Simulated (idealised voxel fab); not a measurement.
Process module under the name voxel self aligned vias
For reference, the cross-section in this document is cut, with width 265 nm and square cells of 5 nm.
Square cells in a grid make up a cross-section in this document, and the grid is given as bands, listed from the top down, each one or more rows of cells. Heights first: top, then bottom, in nm. Then materials, left to right, each with a width in nm. "throughout" on a single material: fills the band edge to edge. "empty": empty space. Basically, 0 is our baseline, since under it the wafer straight out of the box is all one material. The bottom band has no lower end and keeps on going down, so it looks like "from 0 down". A width such as "30 to 40" changes by the same amount from each row of cells to the next, from the band's top row to its bottom row. When a step is marked "remains unaltered", none of the cells in the cross-section changed during that step. "Enclosed voids" means: voids of 8 cells or more that are shut off from the top with no open way through. Written width x height at distance, distance from the left edge, in nm. Where a step's line continues beyond its settings, the continuation is a remark by the simulator itself on that step. You can add "overlay nm" to a step's line. For a step with a mask, it describes how far the mask lay to the right of its planned position, and a negative number describes a lay to the left.

Intended process steps
1. RECEIVE,material Si
2. CONFORMAL_DEP,material SiO2,thk nm 10
3. CONFORMAL_DEP,material SiCN,thk nm 5
4. DIRECTIONAL_DEP,material lowk,thk nm 25
5. MASKED_ETCH,tone open,mask id LINES,width nm 25,pitch nm 65,etch materials lowk,depth nm 25,overlay nm 0
6. CONFORMAL_DEP,material TiN,thk nm 5
7. FILL_DEP,material W,thk nm 5
8. CMP,height nm 40
9. SELECTIVE_ETCH,etch materials W Ru TiN,depth nm 10
10. FILL_DEP,material SiN,thk nm 10
11. CMP,height nm 40
12. DIRECTIONAL_DEP,material lowk,thk nm 15
13. DIRECTIONAL_DEP,material aC,thk nm 15
14. PATTERN,tone open,mask id VIAS,material resist,width nm 35,pitch nm 130,thk nm 30,overlay nm 0
15. DIRECTIONAL_ETCH,etch materials aC,depth nm 15
16. STRIP,etch materials resist
17. DIRECTIONAL_ETCH,etch materials lowk,depth nm 15
18. DIRECTIONAL_ETCH,etch materials SiN,depth nm 10
19. STRIP,etch materials aC
20. CONFORMAL_DEP,material TiN,thk nm 5
21. FILL_DEP,material Cu,thk nm 5
22. CMP,height nm 55
23. CONFORMAL_DEP,material SiCN,thk nm 5

Below: the first of two wafers, run as planned

Here's what the wafer looked like in cross-section when it arrived - that's after step 1
> from 0 down | Si throughout
> Enclosed voids: none

Cross-sectional representation of the wafer at the conclusion of step 2
> from 10 to 0 | SiO2 throughout
> Everything below 0 is unchanged.

Cross-sectional representation of the wafer at the conclusion of step 3
> from 15 to 10 | SiCN throughout
> Everything below 10 is unchanged.

Cross-sectional representation of the wafer at the conclusion of step 4
> from 40 to 15 | lowk throughout
> Everything below 15 is unchanged.

Cross-sectional representation of the wafer at the conclusion of step 5
> from 40 to 15 | 55 lowk  25 empty  40 lowk  25 empty  40 lowk  25 empty  55 lowk
> Everything below 15 is unchanged.

Cross-sectional representation of the wafer at the conclusion of step 6
> from 45 to 40 | 60 TiN  15 empty  50 TiN  15 empty  50 TiN  15 empty  60 TiN
> from 40 to 20 | 55 lowk  5 TiN  15 empty  5 TiN  40 lowk  5 TiN  15 empty  5 TiN  40 lowk  5 TiN  15 empty  5 TiN  55 lowk
> from 20 to 15 | 55 lowk  25 TiN  40 lowk  25 TiN  40 lowk  25 TiN  55 lowk
> Everything below 15 is unchanged.

Cross-sectional representation of the wafer at the conclusion of step 7
> from 50 to 45 | W throughout
> from 45 to 40 | 60 TiN  15 W  50 TiN  15 W  50 TiN  15 W  60 TiN
> from 40 to 20 | 55 lowk  5 TiN  15 W  5 TiN  40 lowk  5 TiN  15 W  5 TiN  40 lowk  5 TiN  15 W  5 TiN  55 lowk
> Everything below 20 is unchanged.

Cross-sectional representation of the wafer at the conclusion of step 8
> from 40 to 20 | 55 lowk  5 TiN  15 W  5 TiN  40 lowk  5 TiN  15 W  5 TiN  40 lowk  5 TiN  15 W  5 TiN  55 lowk
> Everything below 20 is unchanged.

Cross-sectional representation of the wafer at the conclusion of step 9
> from 40 to 30 | 55 lowk  25 empty  40 lowk  25 empty  40 lowk  25 empty  55 lowk
> Everything below 30 is unchanged.

Cross-sectional representation of the wafer at the conclusion of step 10
> from 50 to 40 | SiN throughout
> from 40 to 30 | 55 lowk  25 SiN  40 lowk  25 SiN  40 lowk  25 SiN  55 lowk
> Everything below 30 is unchanged.

Cross-sectional representation of the wafer at the conclusion of step 11
> from 40 to 30 | 55 lowk  25 SiN  40 lowk  25 SiN  40 lowk  25 SiN  55 lowk
> Everything below 30 is unchanged.

Cross-sectional representation of the wafer at the conclusion of step 12
> from 55 to 40 | lowk throughout
> Everything below 40 is unchanged.

Cross-sectional representation of the wafer at the conclusion of step 13
> from 70 to 55 | aC throughout
> Everything below 55 is unchanged.

Cross-sectional representation of the wafer at the conclusion of step 14
> from 100 to 70 | 50 resist  35 empty  95 resist  35 empty  50 resist
> Everything below 70 is unchanged.

Cross-sectional representation of the wafer at the conclusion of step 15
> from 85 to 70 | 50 resist  35 empty  95 resist  35 empty  50 resist
> from 70 to 55 | 50 aC  35 empty  95 aC  35 empty  50 aC
> Everything below 55 is unchanged.

Cross-sectional representation of the wafer at the conclusion of step 16
> from 70 to 55 | 50 aC  35 empty  95 aC  35 empty  50 aC
> Everything below 55 is unchanged.

Cross-sectional representation of the wafer at the conclusion of step 17
> from 70 to 55 | 50 aC  35 empty  95 aC  35 empty  50 aC
> from 55 to 40 | 50 lowk  35 empty  95 lowk  35 empty  50 lowk
> Everything below 40 is unchanged.

Cross-sectional representation of the wafer at the conclusion of step 18
> from 70 to 55 | 50 aC  35 empty  95 aC  35 empty  50 aC
> from 55 to 40 | 50 lowk  35 empty  95 lowk  35 empty  50 lowk
> from 40 to 30 | 55 lowk  25 empty  40 lowk  25 SiN  40 lowk  25 empty  55 lowk
> Everything below 30 is unchanged.

Cross-sectional representation of the wafer at the conclusion of step 19
> from 55 to 40 | 50 lowk  35 empty  95 lowk  35 empty  50 lowk
> Everything below 40 is unchanged.

Cross-sectional representation of the wafer at the conclusion of step 20
> from 60 to 55 | 55 TiN  25 empty  105 TiN  25 empty  55 TiN
> from 55 to 45 | 50 lowk  5 TiN  25 empty  5 TiN  95 lowk  5 TiN  25 empty  5 TiN  50 lowk
> from 45 to 40 | 50 lowk  10 TiN  15 empty  10 TiN  95 lowk  10 TiN  15 empty  10 TiN  50 lowk
> from 40 to 35 | 55 lowk  5 TiN  15 empty  5 TiN  40 lowk  25 SiN  40 lowk  5 TiN  15 empty  5 TiN  55 lowk
> from 35 to 30 | 55 lowk  25 TiN  40 lowk  25 SiN  40 lowk  25 TiN  55 lowk
> Everything below 30 is unchanged.

Cross-sectional representation of the wafer at the conclusion of step 21
> from 65 to 60 | Cu throughout
> from 60 to 55 | 55 TiN  25 Cu  105 TiN  25 Cu  55 TiN
> from 55 to 45 | 50 lowk  5 TiN  25 Cu  5 TiN  95 lowk  5 TiN  25 Cu  5 TiN  50 lowk
> from 45 to 40 | 50 lowk  10 TiN  15 Cu  10 TiN  95 lowk  10 TiN  15 Cu  10 TiN  50 lowk
> from 40 to 35 | 55 lowk  5 TiN  15 Cu  5 TiN  40 lowk  25 SiN  40 lowk  5 TiN  15 Cu  5 TiN  55 lowk
> Everything below 35 is unchanged.

Cross-sectional representation of the wafer at the conclusion of step 22
> from 55 to 45 | 50 lowk  5 TiN  25 Cu  5 TiN  95 lowk  5 TiN  25 Cu  5 TiN  50 lowk
> Everything below 45 is unchanged.

Cross-sectional representation of the wafer at the conclusion of step 23
> from 60 to 55 | SiCN throughout
> Everything below 55 is unchanged.

The remaining wafer, second of the two, started like the first and was run to the same plan, except that one mistake was made along the way; the two coincide through step 1, inclusive

The second wafer cut through, at the time step 2 was supposed to be finished: remains unaltered

The second wafer cut through, at the time step 3 was supposed to be finished
> from 5 to 0 | SiCN throughout
> Everything below 0 is unchanged.

The second wafer cut through, at the time step 4 was supposed to be finished
> from 30 to 5 | lowk throughout
> Everything below 5 is unchanged.

The second wafer cut through, at the time step 5 was supposed to be finished
> from 30 to 5 | 55 lowk  25 empty  40 lowk  25 empty  40 lowk  25 empty  55 lowk
> Everything below 5 is unchanged.

The second wafer cut through, at the time step 6 was supposed to be finished
> from 35 to 30 | 60 TiN  15 empty  50 TiN  15 empty  50 TiN  15 empty  60 TiN
> from 30 to 10 | 55 lowk  5 TiN  15 empty  5 TiN  40 lowk  5 TiN  15 empty  5 TiN  40 lowk  5 TiN  15 empty  5 TiN  55 lowk
> from 10 to 5 | 55 lowk  25 TiN  40 lowk  25 TiN  40 lowk  25 TiN  55 lowk
> Everything below 5 is unchanged.

The second wafer cut through, at the time step 7 was supposed to be finished
> from 40 to 35 | W throughout
> from 35 to 30 | 60 TiN  15 W  50 TiN  15 W  50 TiN  15 W  60 TiN
> from 30 to 10 | 55 lowk  5 TiN  15 W  5 TiN  40 lowk  5 TiN  15 W  5 TiN  40 lowk  5 TiN  15 W  5 TiN  55 lowk
> Everything below 10 is unchanged.

The second wafer cut through, at the time step 8 was supposed to be finished: remains unaltered

The second wafer cut through, at the time step 9 was supposed to be finished
> from 30 to 10 | 55 lowk  5 TiN  15 W  5 TiN  40 lowk  5 TiN  15 W  5 TiN  40 lowk  5 TiN  15 W  5 TiN  55 lowk
> Everything below 10 is unchanged.

The second wafer cut through, at the time step 10 was supposed to be finished
> from 40 to 30 | SiN throughout
> Everything below 30 is unchanged.

The second wafer cut through, at the time step 11 was supposed to be finished: remains unaltered

The second wafer cut through, at the time step 12 was supposed to be finished
> from 55 to 40 | lowk throughout
> Everything below 40 is unchanged.

The second wafer cut through, at the time step 13 was supposed to be finished
> from 70 to 55 | aC throughout
> Everything below 55 is unchanged.

The second wafer cut through, at the time step 14 was supposed to be finished
> from 100 to 70 | 50 resist  35 empty  95 resist  35 empty  50 resist
> Everything below 70 is unchanged.

The second wafer cut through, at the time step 15 was supposed to be finished
> from 85 to 70 | 50 resist  35 empty  95 resist  35 empty  50 resist
> from 70 to 55 | 50 aC  35 empty  95 aC  35 empty  50 aC
> Everything below 55 is unchanged.

The second wafer cut through, at the time step 16 was supposed to be finished
> from 70 to 55 | 50 aC  35 empty  95 aC  35 empty  50 aC
> Everything below 55 is unchanged.

The second wafer cut through, at the time step 17 was supposed to be finished
> from 70 to 55 | 50 aC  35 empty  95 aC  35 empty  50 aC
> from 55 to 40 | 50 lowk  35 empty  95 lowk  35 empty  50 lowk
> Everything below 40 is unchanged.

The second wafer cut through, at the time step 18 was supposed to be finished
> from 70 to 55 | 50 aC  35 empty  95 aC  35 empty  50 aC
> from 55 to 40 | 50 lowk  35 empty  95 lowk  35 empty  50 lowk
> from 40 to 30 | 50 SiN  35 empty  95 SiN  35 empty  50 SiN
> Everything below 30 is unchanged.

The second wafer cut through, at the time step 19 was supposed to be finished
> from 55 to 40 | 50 lowk  35 empty  95 lowk  35 empty  50 lowk
> Everything below 40 is unchanged.

The second wafer cut through, at the time step 20 was supposed to be finished
> from 60 to 55 | 55 TiN  25 empty  105 TiN  25 empty  55 TiN
> from 55 to 40 | 50 lowk  5 TiN  25 empty  5 TiN  95 lowk  5 TiN  25 empty  5 TiN  50 lowk
> from 40 to 35 | 50 SiN  5 TiN  25 empty  5 TiN  95 SiN  5 TiN  25 empty  5 TiN  50 SiN
> from 35 to 30 | 50 SiN  35 TiN  95 SiN  35 TiN  50 SiN
> Everything below 30 is unchanged.

The second wafer cut through, at the time step 21 was supposed to be finished
> from 65 to 60 | Cu throughout
> from 60 to 55 | 55 TiN  25 Cu  105 TiN  25 Cu  55 TiN
> from 55 to 40 | 50 lowk  5 TiN  25 Cu  5 TiN  95 lowk  5 TiN  25 Cu  5 TiN  50 lowk
> from 40 to 35 | 50 SiN  5 TiN  25 Cu  5 TiN  95 SiN  5 TiN  25 Cu  5 TiN  50 SiN
> Everything below 35 is unchanged.

The second wafer cut through, at the time step 22 was supposed to be finished
> from 55 to 40 | 50 lowk  5 TiN  25 Cu  5 TiN  95 lowk  5 TiN  25 Cu  5 TiN  50 lowk
> Everything below 40 is unchanged.

The second wafer cut through, at the time step 23 was supposed to be finished
> from 60 to 55 | SiCN throughout
> Everything below 55 is unchanged.
Which mistake was made when the wafer was run? heads up, step 2 of the plan was skipped and never actually ran
Final wafer comparison in cells, second versus first, more or fewer per material: +8 Cu; +68 SiN; -106 SiO2; +12 TiN; +18 W
